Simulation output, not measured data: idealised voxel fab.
Module name: voxel released beams (process module)
The width of the displayed cross-section, cut, is 220 nm; its cells are square, with a size of 5 nm.
Cross-section layout: square cells on a grid; listed as bands, top to bottom; a band spans one or more cell rows. Band: top and bottom heights (nm) first, top before bottom; then materials from left to right, widths in nm. "full width" marks a sole material filling the band edge to edge. "air" denotes empty space. Heights from 0 (as-received wafer is one material below). Bottom band endless downward, as "0 and below". The width entry "30->40" should be interpreted row by row: the top row of cells in the band takes the first number, the bottom row takes the second number, and the change between adjacent rows is uniform throughout. It should be understood that the words "no modifications", when stated for a given step, signify that the cross-section underwent no change in any of its cells during that step. Empty spaces counting at least 8 cells and having no open way to the top are listed in "Closed void list". The notation width x height at distance is used for each, the distance being from the left edge and all three values in nm. That trailing text on a step's line, after the settings, is the simulator's own remark on the step. Among the settings permitted on a step's line is "overlay nm"; applied to a step with a mask, it specifies the extent to which the mask lay to the right of its planned position, whereas a negative figure signifies a position to the left.
Listed below are the process steps as planned:
| 1 | RECEIVE: material Si |
| 2 | CONFORMAL_DEP: material SiN, thk nm 5 |
| 3 | DIRECTIONAL_DEP: material SiO2, thk nm 15 |
| 4 | PATTERN: tone open, mask id ANCHOR, material resist, width nm 35, thk nm 20, overlay nm 0 |
| 5 | DIRECTIONAL_ETCH: etch materials SiO2, depth nm 15 |
| 6 | STRIP: etch materials resist |
| 7 | CONFORMAL_DEP: material TiN, thk nm 10 |
| 8 | MASKED_ETCH: tone cover, mask id BEAM, width nm 105, etch materials TiN, depth nm 10, overlay nm 0 |
| 9 | STRIP: etch materials SiO2 |
Run as planned: first of two wafers:
Incoming wafer, cross-sectional view, post step 1:
  0 and below | Si full width
  Closed void list: none
Cross-section of the wafer after step 2:
  5 down to 0 | SiN full width
  Below 0, the layers are the same as they were.
Cross-section of the wafer after step 3:
  20 down to 5 | SiO2 full width
  Below 5, the layers are the same as they were.
Cross-section of the wafer after step 4:
  40 down to 20 | resist 60 nm, air 35 nm, resist 125 nm
  Below 20, the layers are the same as they were.
Cross-section of the wafer after step 5:
  40 down to 20 | resist 60 nm, air 35 nm, resist 125 nm
  20 down to 5 | SiO2 60 nm, air 35 nm, SiO2 125 nm
  Below 5, the layers are the same as they were.
Cross-section of the wafer after step 6:
  20 down to 5 | SiO2 60 nm, air 35 nm, SiO2 125 nm
  Below 5, the layers are the same as they were.
Cross-section of the wafer after step 7:
  30 down to 20 | TiN 70 nm, air 15 nm, TiN 135 nm
  20 down to 15 | SiO2 60 nm, TiN 10 nm, air 15 nm, TiN 10 nm, SiO2 125 nm
  15 down to 5 | SiO2 60 nm, TiN 35 nm, SiO2 125 nm
  Below 5, the layers are the same as they were.
Cross-section of the wafer after step 8:
  30 down to 20 | air 55 nm, TiN 15 nm, air 15 nm, TiN 75 nm, air 60 nm
  Below 20, the layers are the same as they were.
Cross-section of the wafer after step 9:
  30 down to 20 | air 55 nm, TiN 15 nm, air 15 nm, TiN 75 nm, air 60 nm
  20 down to 15 | air 60 nm, TiN 10 nm, air 15 nm, TiN 10 nm, air 125 nm
  15 down to 5 | air 60 nm, TiN 35 nm, air 125 nm
  Below 5, the layers are the same as they were.
Second wafer - shared start and plan with the first - one error in running - same as the first up to step 2 inclusive:
Cross-section of the second wafer at the time by which step 3 should have been completed according to the plan:
  15 down to 5 | SiO2 full width
  Below 5, the layers are the same as they were.
Cross-section of the second wafer at the time by which step 4 should have been completed according to the plan:
  35 down to 15 | resist 60 nm, air 35 nm, resist 125 nm
  Below 15, the layers are the same as they were.
Cross-section of the second wafer at the time by which step 5 should have been completed according to the plan:
  35 down to 15 | resist 60 nm, air 35 nm, resist 125 nm
  15 down to 5 | SiO2 60 nm, air 35 nm, SiO2 125 nm
  Below 5, the layers are the same as they were.
Cross-section of the second wafer at the time by which step 6 should have been completed according to the plan:
  15 down to 5 | SiO2 60 nm, air 35 nm, SiO2 125 nm
  Below 5, the layers are the same as they were.
Cross-section of the second wafer at the time by which step 7 should have been completed according to the plan:
  25 down to 15 | TiN 70 nm, air 15 nm, TiN 135 nm
  15 down to 5 | SiO2 60 nm, TiN 35 nm, SiO2 125 nm
  Below 5, the layers are the same as they were.
Cross-section of the second wafer at the time by which step 8 should have been completed according to the plan:
  25 down to 15 | air 55 nm, TiN 15 nm, air 15 nm, TiN 75 nm, air 60 nm
  Below 15, the layers are the same as they were.
Cross-section of the second wafer at the time by which step 9 should have been completed according to the plan:
  25 down to 15 | air 55 nm, TiN 15 nm, air 15 nm, TiN 75 nm, air 60 nm
  15 down to 5 | air 60 nm, TiN 35 nm, air 125 nm
  Below 5, the layers are the same as they were.
Deviation noted in wafer processing: for step 3, the planned setting was not used; the step was instead run as DIRECTIONAL_DEP: material SiO2, thk nm 10
Final comparison by cell count, materials where the second wafer has more or fewer than the first: TiN -4
